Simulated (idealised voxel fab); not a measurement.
process module | voxel wiring stack
cross-section cut | 250 nm wide | cells 5 nm
A cross-section is a grid of square cells, given in bands from the top down. A band is one or more rows of cells.
Each band's line starts with the height of the band's top and of its bottom, in nm. Then come its materials from left to right, each with its width in nm. One material with "throughout" fills the band from edge to edge. "air" is empty space.
Height 0 is the level under which the wafer as received is all one material. The lowest band goes on downwards, as in "0 down".
A width such as "30 to 40" changes by the same amount from each row of cells to the next, from the band's top row to its bottom row.
"no change" after a step means that no cell of the cross-section changed.
closed voids: empty space of 8 cells or more with no open way to the top, each as width x height at its distance from the left edge, in nm
after a step's settings: what the simulator itself notes on the step
overlay nm, on a step with a mask: how far to the right of its planned place the mask lay; to the left if negative
Each pair below shows a cross-section before one step and the cross-section after it, down to the lowest band that changed. The line under each pair gives the step between them, with its settings. The pairs can come from different runs of this module on the same starting wafer, so a pair continues from the pair above only where its "before" says so.
before
  175 to 145: air 45 | resist 25 | air 20 | resist 25 | air 20 | resist 25 | air 20 | resist 25 | air 45
  145 to 135: aC throughout
  135 to 120: W throughout
  120 to 115: TiN throughout
  115 to 105: lowk 45 | TiN 5 | W 5 | TiN 5 | lowk 30 | TiN 5 | W 5 | TiN 5 | lowk 30 | TiN 5 | W 5 | TiN 5 | lowk 30 | TiN 5 | W 5 | TiN 5 | lowk 55
  105 to 100: SiCN 45 | TiN 15 | SiCN 30 | TiN 15 | SiCN 30 | TiN 15 | SiCN 30 | TiN 15 | SiCN 55
  100 to 75: lowk 45 | TiN 5 | Ru 15 | TiN 5 | lowk 20 | TiN 5 | Ru 15 | TiN 5 | lowk 20 | TiN 5 | Ru 15 | TiN 5 | lowk 20 | TiN 5 | Ru 15 | TiN 5 | lowk 45
  75 to 70: SiN 45 | TiN 25 | SiN 20 | TiN 25 | SiN 20 | TiN 25 | SiN 20 | TiN 25 | SiN 45
  70 to 50: lowk 45 | Ru 15 | lowk 75 | Ru 15 | lowk 100
  50 to 45: SiCN 45 | Ru 15 | SiCN 75 | Ru 15 | SiCN 100
  45 to 25: lowk 45 | TiN 5 | W 15 | TiN 5 | lowk 20 | TiN 5 | W 15 | TiN 5 | lowk 20 | TiN 5 | W 15 | TiN 5 | lowk 20 | TiN 5 | W 15 | TiN 5 | lowk 45
  25 to 20: lowk 45 | TiN 25 | lowk 20 | TiN 25 | lowk 20 | TiN 25 | lowk 20 | TiN 25 | lowk 45
  20 to 15: lowk throughout
  15 to 0: SiO2 throughout
  0 down: Si throughout
  closed voids: none
after
  165 to 145: air 45 | resist 25 | air 20 | resist 25 | air 20 | resist 25 | air 20 | resist 25 | air 45
  145 to 135: air 45 | aC 25 | air 20 | aC 25 | air 20 | aC 25 | air 20 | aC 25 | air 45
  below 135: unchanged
  closed voids: none
the step between: op DIRECTIONAL_ETCH | etch materials aC | depth nm 10
before: the cross-section after the pair above
after
  145 to 135: air 45 | aC 25 | air 20 | aC 25 | air 20 | aC 25 | air 20 | aC 25 | air 45
  below 135: unchanged
  closed voids: none
the step between: op STRIP | etch materials resist
before: the cross-section after the pair above
after
  145 to 135: air 45 | aC 25 | air 20 | aC 25 | air 20 | aC 25 | air 20 | aC 25 | air 45
  135 to 120: air 45 | W 25 | air 20 | W 25 | air 20 | W 25 | air 20 | W 25 | air 45
  below 120: unchanged
  closed voids: none
the step between: op DIRECTIONAL_ETCH | etch materials W | depth nm 15
before: the cross-section after the pair above
after
  145 to 135: air 45 | aC 25 | air 20 | aC 25 | air 20 | aC 25 | air 20 | aC 25 | air 45
  135 to 120: air 45 | W 25 | air 20 | W 25 | air 20 | W 25 | air 20 | W 25 | air 45
  120 to 115: air 45 | TiN 25 | air 20 | TiN 25 | air 20 | TiN 25 | air 20 | TiN 25 | air 45
  below 115: unchanged
  closed voids: none
the step between: op DIRECTIONAL_ETCH | etch materials TiN | depth nm 5
before: the cross-section after the pair above
after
  135 to 120: air 45 | W 25 | air 20 | W 25 | air 20 | W 25 | air 20 | W 25 | air 45
  below 120: unchanged
  closed voids: none
the step between: op STRIP | etch materials aC
before: the cross-section after the pair above
after
  145 to 135: lowk throughout
  135 to 120: lowk 45 | W 25 | lowk 20 | W 25 | lowk 20 | W 25 | lowk 20 | W 25 | lowk 45
  120 to 115: lowk 45 | TiN 25 | lowk 20 | TiN 25 | lowk 20 | TiN 25 | lowk 20 | TiN 25 | lowk 45
  below 115: unchanged
  closed voids: none
the step between: op FILL_DEP | material lowk | thk nm 10
before: the cross-section after the pair above
after
  135 to 120: lowk 45 | W 25 | lowk 20 | W 25 | lowk 20 | W 25 | lowk 20 | W 25 | lowk 45
  below 120: unchanged
  closed voids: none
the step between: op CMP | height nm 135
before: the cross-section after the pair above
after
  140 to 135: SiN throughout
  below 135: unchanged
  closed voids: none
the step between: op CONFORMAL_DEP | material SiN | thk nm 5
before
  70 to 50: lowk throughout
  50 to 45: SiCN throughout
  45 to 20: lowk 45 | TiN 5 | W 15 | TiN 5 | lowk 20 | TiN 5 | W 15 | TiN 5 | lowk 20 | TiN 5 | W 15 | TiN 5 | lowk 20 | TiN 5 | W 15 | TiN 5 | lowk 45
  20 to 15: SiN 45 | TiN 25 | SiN 20 | TiN 25 | SiN 20 | TiN 25 | SiN 20 | TiN 25 | SiN 45
  15 to 0: SiO2 throughout
  0 down: Si throughout
  closed voids: none
after
  70 to 50: air 45 | lowk 15 | air 75 | lowk 15 | air 100
  below 50: unchanged
  closed voids: none
the step between: op MASKED_ETCH | tone cover | mask id PLUG_1 | width nm 15 | pitch nm 90 | etch materials lowk | depth nm 20 | overlay nm 0
before: the cross-section after the pair above
after
  75 to 70: air 40 | SiN 25 | air 65 | SiN 25 | air 95
  70 to 55: air 40 | SiN 5 | lowk 15 | SiN 5 | air 65 | SiN 5 | lowk 15 | SiN 5 | air 95
  55 to 50: SiN 45 | lowk 15 | SiN 75 | lowk 15 | SiN 100
  below 50: unchanged
  closed voids: none
the step between: op CONFORMAL_DEP | material SiN | thk nm 5
before: the cross-section after the pair above
after
  100 to 80: air 40 | lowk 25 | air 65 | lowk 25 | air 95
  80 to 75: lowk throughout
  75 to 70: lowk 40 | SiN 25 | lowk 65 | SiN 25 | lowk 95
  70 to 55: lowk 40 | SiN 5 | lowk 15 | SiN 5 | lowk 65 | SiN 5 | lowk 15 | SiN 5 | lowk 95
  below 55: unchanged
  closed voids: none
the step between: op DIRECTIONAL_DEP | material lowk | thk nm 25
before: the cross-section after the pair above
after
  100 to 80: air 40 | lowk 5 | air 85 | lowk 5 | air 115
  80 to 75: lowk 45 | air 25 | lowk 20 | air 25 | lowk 20 | air 25 | lowk 20 | air 25 | lowk 45
  75 to 70: lowk 40 | SiN 25 | air 5 | lowk 20 | air 25 | lowk 15 | SiN 25 | air 5 | lowk 20 | air 25 | lowk 45
  70 to 55: lowk 40 | SiN 5 | lowk 15 | SiN 5 | air 5 | lowk 20 | air 25 | lowk 15 | SiN 5 | lowk 15 | SiN 5 | air 5 | lowk 20 | air 25 | lowk 45
  below 55: unchanged
  closed voids: none
the step between: op MASKED_ETCH | tone open | mask id METAL_2 | width nm 25 | pitch nm 45 | etch materials lowk | depth nm 25 | overlay nm 0
before: the cross-section after the pair above
after
  100 to 80: air 40 | lowk 5 | air 85 | lowk 5 | air 115
  80 to 75: lowk 45 | air 25 | lowk 20 | air 25 | lowk 20 | air 25 | lowk 20 | air 25 | lowk 45
  75 to 70: lowk 40 | SiN 5 | air 25 | lowk 20 | air 25 | lowk 15 | SiN 5 | air 25 | lowk 20 | air 25 | lowk 45
  70 to 55: lowk 40 | SiN 5 | lowk 15 | SiN 5 | air 5 | lowk 20 | air 25 | lowk 15 | SiN 5 | lowk 15 | SiN 5 | air 5 | lowk 20 | air 25 | lowk 45
  55 to 50: SiN 45 | lowk 15 | SiN 5 | air 5 | SiN 20 | air 25 | SiN 20 | lowk 15 | SiN 5 | air 5 | SiN 20 | air 25 | SiN 45
  below 50: unchanged
  closed voids: none
the step between: op MASKED_ETCH | tone open | mask id METAL_2 | width nm 25 | pitch nm 45 | etch materials SiN | depth nm 5 | overlay nm 0
before: the cross-section after the pair above
after
  105 to 100: air 35 | TiN 15 | air 75 | TiN 15 | air 110
  100 to 85: air 35 | TiN 5 | lowk 5 | TiN 5 | air 75 | TiN 5 | lowk 5 | TiN 5 | air 110
  85 to 80: TiN 40 | lowk 5 | TiN 5 | air 15 | TiN 30 | air 15 | TiN 20 | lowk 5 | TiN 5 | air 15 | TiN 30 | air 15 | TiN 50
  80 to 75: lowk 45 | TiN 5 | air 15 | TiN 5 | lowk 20 | TiN 5 | air 15 | TiN 5 | lowk 20 | TiN 5 | air 15 | TiN 5 | lowk 20 | TiN 5 | air 15 | TiN 5 | lowk 45
  75 to 70: lowk 40 | SiN 5 | TiN 25 | lowk 20 | TiN 5 | air 15 | TiN 5 | lowk 15 | SiN 5 | TiN 25 | lowk 20 | TiN 5 | air 15 | TiN 5 | lowk 45
  70 to 55: lowk 40 | SiN 5 | lowk 15 | SiN 5 | TiN 5 | lowk 20 | TiN 5 | air 15 | TiN 5 | lowk 15 | SiN 5 | lowk 15 | SiN 5 | TiN 5 | lowk 20 | TiN 5 | air 15 | TiN 5 | lowk 45
  55 to 50: SiN 45 | lowk 15 | SiN 5 | TiN 5 | SiN 20 | TiN 25 | SiN 20 | lowk 15 | SiN 5 | TiN 5 | SiN 20 | TiN 25 | SiN 45
  below 50: unchanged
  closed voids: none
the step between: op CONFORMAL_DEP | material TiN | thk nm 5
before: the cross-section after the pair above
after
  115 to 105: Ru throughout
  105 to 100: Ru 35 | TiN 15 | Ru 75 | TiN 15 | Ru 110
  100 to 85: Ru 35 | TiN 5 | lowk 5 | TiN 5 | Ru 75 | TiN 5 | lowk 5 | TiN 5 | Ru 110
  85 to 80: TiN 40 | lowk 5 | TiN 5 | Ru 15 | TiN 30 | Ru 15 | TiN 20 | lowk 5 | TiN 5 | Ru 15 | TiN 30 | Ru 15 | TiN 50
  80 to 75: lowk 45 | TiN 5 | Ru 15 | TiN 5 | lowk 20 | TiN 5 | Ru 15 | TiN 5 | lowk 20 | TiN 5 | Ru 15 | TiN 5 | lowk 20 | TiN 5 | Ru 15 | TiN 5 | lowk 45
  75 to 70: lowk 40 | SiN 5 | TiN 25 | lowk 20 | TiN 5 | Ru 15 | TiN 5 | lowk 15 | SiN 5 | TiN 25 | lowk 20 | TiN 5 | Ru 15 | TiN 5 | lowk 45
  70 to 55: lowk 40 | SiN 5 | lowk 15 | SiN 5 | TiN 5 | lowk 20 | TiN 5 | Ru 15 | TiN 5 | lowk 15 | SiN 5 | lowk 15 | SiN 5 | TiN 5 | lowk 20 | TiN 5 | Ru 15 | TiN 5 | lowk 45
  below 55: unchanged
  closed voids: none
the step between: op FILL_DEP | material Ru | thk nm 10
before: the cross-section after the pair above
after
  100 to 85: Ru 35 | TiN 5 | lowk 5 | TiN 5 | Ru 75 | TiN 5 | lowk 5 | TiN 5 | Ru 110
  below 85: unchanged
  closed voids: none
the step between: op CMP | height nm 100
before: the cross-section after the pair above
after
  105 to 100: SiCN throughout
  below 100: unchanged
  closed voids: none
the step between: op CONFORMAL_DEP | material SiCN | thk nm 5
before: the cross-section after the pair above
after
  115 to 105: lowk throughout
  below 105: unchanged
  closed voids: none
the step between: op DIRECTIONAL_DEP | material lowk | thk nm 10
before: the cross-section after the pair above
after
  135 to 115: resist 45 | air 15 | resist 30 | air 15 | resist 30 | air 15 | resist 30 | air 15 | resist 55
  below 115: unchanged
  closed voids: none
the step between: op PATTERN | tone open | mask id PLUG_2 | material resist | width nm 15 | pitch nm 45 | thk nm 20 | overlay nm 0
before: the cross-section after the pair above
after
  135 to 115: resist 45 | air 15 | resist 30 | air 15 | resist 30 | air 15 | resist 30 | air 15 | resist 55
  115 to 105: lowk 45 | air 15 | lowk 30 | air 15 | lowk 30 | air 15 | lowk 30 | air 15 | lowk 55
  below 105: unchanged
  closed voids: none
the step between: op DIRECTIONAL_ETCH | etch materials lowk | depth nm 10
before: the cross-section after the pair above
after
  135 to 115: resist 45 | air 15 | resist 30 | air 15 | resist 30 | air 15 | resist 30 | air 15 | resist 55
  115 to 105: lowk 45 | air 15 | lowk 30 | air 15 | lowk 30 | air 15 | lowk 30 | air 15 | lowk 55
  105 to 100: SiCN 45 | air 15 | SiCN 30 | air 15 | SiCN 30 | air 15 | SiCN 30 | air 15 | SiCN 55
  below 100: unchanged
  closed voids: none
the step between: op DIRECTIONAL_ETCH | etch materials SiCN | depth nm 5
before: the cross-section after the pair above
after
  115 to 105: lowk 45 | air 15 | lowk 30 | air 15 | lowk 30 | air 15 | lowk 30 | air 15 | lowk 55
  below 105: unchanged
  closed voids: none
the step between: op STRIP | etch materials resist
before: the cross-section after the pair above
after
  120 to 115: TiN 50 | air 5 | TiN 40 | air 5 | TiN 40 | air 5 | TiN 40 | air 5 | TiN 60
  115 to 105: lowk 45 | TiN 5 | air 5 | TiN 5 | lowk 30 | TiN 5 | air 5 | TiN 5 | lowk 30 | TiN 5 | air 5 | TiN 5 | lowk 30 | TiN 5 | air 5 | TiN 5 | lowk 55
  105 to 100: SiCN 45 | TiN 15 | SiCN 30 | TiN 15 | SiCN 30 | TiN 15 | SiCN 30 | TiN 15 | SiCN 55
  below 100: unchanged
  closed voids: none
the step between: op CONFORMAL_DEP | material TiN | thk nm 5
before: the cross-section after the pair above
after
  130 to 120: W throughout
  120 to 115: TiN 50 | W 5 | TiN 40 | W 5 | TiN 40 | W 5 | TiN 40 | W 5 | TiN 60
  115 to 105: lowk 45 | TiN 5 | W 5 | TiN 5 | lowk 30 | TiN 5 | W 5 | TiN 5 | lowk 30 | TiN 5 | W 5 | TiN 5 | lowk 30 | TiN 5 | W 5 | TiN 5 | lowk 55
  below 105: unchanged
  closed voids: none
the step between: op FILL_DEP | material W | thk nm 10
before: the cross-section after the pair above
after
  115 to 105: lowk 45 | TiN 5 | W 5 | TiN 5 | lowk 30 | TiN 5 | W 5 | TiN 5 | lowk 30 | TiN 5 | W 5 | TiN 5 | lowk 30 | TiN 5 | W 5 | TiN 5 | lowk 55
  below 105: unchanged
  closed voids: none
the step between: op CMP | height nm 115
before: the cross-section after the pair above
after
  120 to 115: TiN throughout
  below 115: unchanged
  closed voids: none
the step between: op DIRECTIONAL_DEP | material TiN | thk nm 5
before: the cross-section after the pair above
after
  135 to 120: W throughout
  below 120: unchanged
  closed voids: none
the step between: op DIRECTIONAL_DEP | material W | thk nm 15
before: the cross-section after the pair above
after
  145 to 135: aC throughout
  below 135: unchanged
  closed voids: none
the step between: op DIRECTIONAL_DEP | material aC | thk nm 10
before: the cross-section after the pair above
after
  175 to 145: air 45 | resist 25 | air 20 | resist 25 | air 20 | resist 25 | air 20 | resist 25 | air 45
  below 145: unchanged
  closed voids: none
the step between: op PATTERN | tone cover | mask id METAL_3 | material resist | width nm 25 | pitch nm 45 | thk nm 30 | overlay nm 0
before: the cross-section after the pair above
after
  165 to 145: air 45 | resist 25 | air 20 | resist 25 | air 20 | resist 25 | air 20 | resist 25 | air 45
  145 to 135: air 45 | aC 25 | air 20 | aC 25 | air 20 | aC 25 | air 20 | aC 25 | air 45
  below 135: unchanged
  closed voids: none
the step between: op DIRECTIONAL_ETCH | etch materials aC | depth nm 10
before: the cross-section after the pair above
after
  145 to 135: air 45 | aC 25 | air 20 | aC 25 | air 20 | aC 25 | air 20 | aC 25 | air 45
  below 135: unchanged
  closed voids: none
the step between: op STRIP | etch materials resist
before: the cross-section after the pair above
after
  145 to 135: air 45 | aC 25 | air 20 | aC 25 | air 20 | aC 25 | air 20 | aC 25 | air 45
  135 to 120: air 45 | W 25 | air 20 | W 25 | air 20 | W 25 | air 20 | W 25 | air 45
  below 120: unchanged
  closed voids: none
the step between: op DIRECTIONAL_ETCH | etch materials W | depth nm 15
before: the cross-section after the pair above
after
  145 to 135: air 45 | aC 25 | air 20 | aC 25 | air 20 | aC 25 | air 20 | aC 25 | air 45
  135 to 120: air 45 | W 25 | air 20 | W 25 | air 20 | W 25 | air 20 | W 25 | air 45
  120 to 115: air 45 | TiN 25 | air 20 | TiN 25 | air 20 | TiN 25 | air 20 | TiN 25 | air 45
  below 115: unchanged
  closed voids: none
the step between: op DIRECTIONAL_ETCH | etch materials TiN | depth nm 5
before: the cross-section after the pair above
after
  135 to 120: air 45 | W 25 | air 20 | W 25 | air 20 | W 25 | air 20 | W 25 | air 45
  below 120: unchanged
  closed voids: none
the step between: op STRIP | etch materials aC
before: the cross-section after the pair above
after
  145 to 135: lowk throughout
  135 to 120: lowk 45 | W 25 | lowk 20 | W 25 | lowk 20 | W 25 | lowk 20 | W 25 | lowk 45
  120 to 115: lowk 45 | TiN 25 | lowk 20 | TiN 25 | lowk 20 | TiN 25 | lowk 20 | TiN 25 | lowk 45
  below 115: unchanged
  closed voids: none
the step between: op FILL_DEP | material lowk | thk nm 10
before: the cross-section after the pair above
after
  135 to 120: lowk 45 | W 25 | lowk 20 | W 25 | lowk 20 | W 25 | lowk 20 | W 25 | lowk 45
  below 120: unchanged
  closed voids: none
the step between: op CMP | height nm 135
before: the cross-section after the pair above
after
  140 to 135: SiN throughout
  below 135: unchanged
  closed voids: none
the step between: op CONFORMAL_DEP | material SiN | thk nm 5
